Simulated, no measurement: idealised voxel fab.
Process module, titled voxel tone inversion
Each square cell in cross-section cut measures 5 nm, and the section as a whole is 250 nm wide.
In this document a cross-section is written as a grid of square cells. It is given as a series of bands, listed from the top down, and a band is one or more rows of cells.
Look at the band entry: it leads with the top's height and the bottom's height in nm. Then it lists the materials left to right, with a width in nm for each. The word "throughout" on a single material says that material fills the band edge to edge. The word "air" is empty space.
All heights in this document are referenced to 0, defined as the level beneath which the wafer, as received, consists entirely of one material. The lowest band is not bounded below; it extends indefinitely downward and is written in the form "top 0, no bottom".
A two-number width, for instance "30..40", indicates that the width is equal to the first number in the top row of the band and to the second number in the bottom row, and that it changes by a constant amount per row of cells.
Take "no change" at face value: in the step it is given for, the cross-section changed in none of its cells.
"Trapped cavities": sealed empty spaces, 8 cells or more, no open way to top, listed width x height at distance, with distance from the left edge and width, height and distance in nm.
Text after the settings on a step's line: the simulator's own remark on that step.
You can add "overlay nm" to a step's line. For a step with a mask, it describes how far the mask lay to the right of its planned position, and a negative number describes a lay to the left.
Intended process steps:
1,RECEIVE (material Si)
2,CONFORMAL_DEP (material SiCN; thk nm 5)
3,DIRECTIONAL_DEP (material aC; thk nm 20)
4,PATTERN (tone cover; mask id POSTS; material resist; width nm 15; pitch nm 35; thk nm 30; overlay nm 0)
5,DIRECTIONAL_ETCH (etch materials aC; depth nm 20)
6,STRIP (etch materials resist)
7,FILL_DEP (material lowk; thk nm 10)
8,CMP (height nm 25)
9,STRIP (etch materials aC)
10,CONFORMAL_DEP (material TiN; thk nm 5)
11,FILL_DEP (material W; thk nm 5)
12,CMP (height nm 25)
13,CONFORMAL_DEP (material SiN; thk nm 5)
Wafer at receipt (post step 1), cross-section:
  top 0, no bottom  Si throughout
  Trapped cavities: none
a wafer at the end: this start, this plan, one mistake:
  top 30, bottom 25  SiN throughout
  top 25, bottom 10  lowk 65 | TiN 5 | W 10 | TiN 5 | lowk 15 | TiN 5 | W 10 | TiN 5 | lowk 15 | TiN 5 | W 10 | TiN 5 | lowk 15 | TiN 5 | W 10 | TiN 5 | lowk 60
  top 10, bottom 5  lowk 65 | TiN 20 | lowk 15 | TiN 20 | lowk 15 | TiN 20 | lowk 15 | TiN 20 | lowk 60
  top 5, bottom 0  SiCN throughout
  top 0, no bottom  Si throughout
  Trapped cavities: none
In executing the process, a mistake was made relative to the plan: step 4 went in with a setting other than planned; the actual run was PATTERN (tone cover; mask id POSTS; material resist; width nm 20; pitch nm 35; thk nm 30; overlay nm 0)
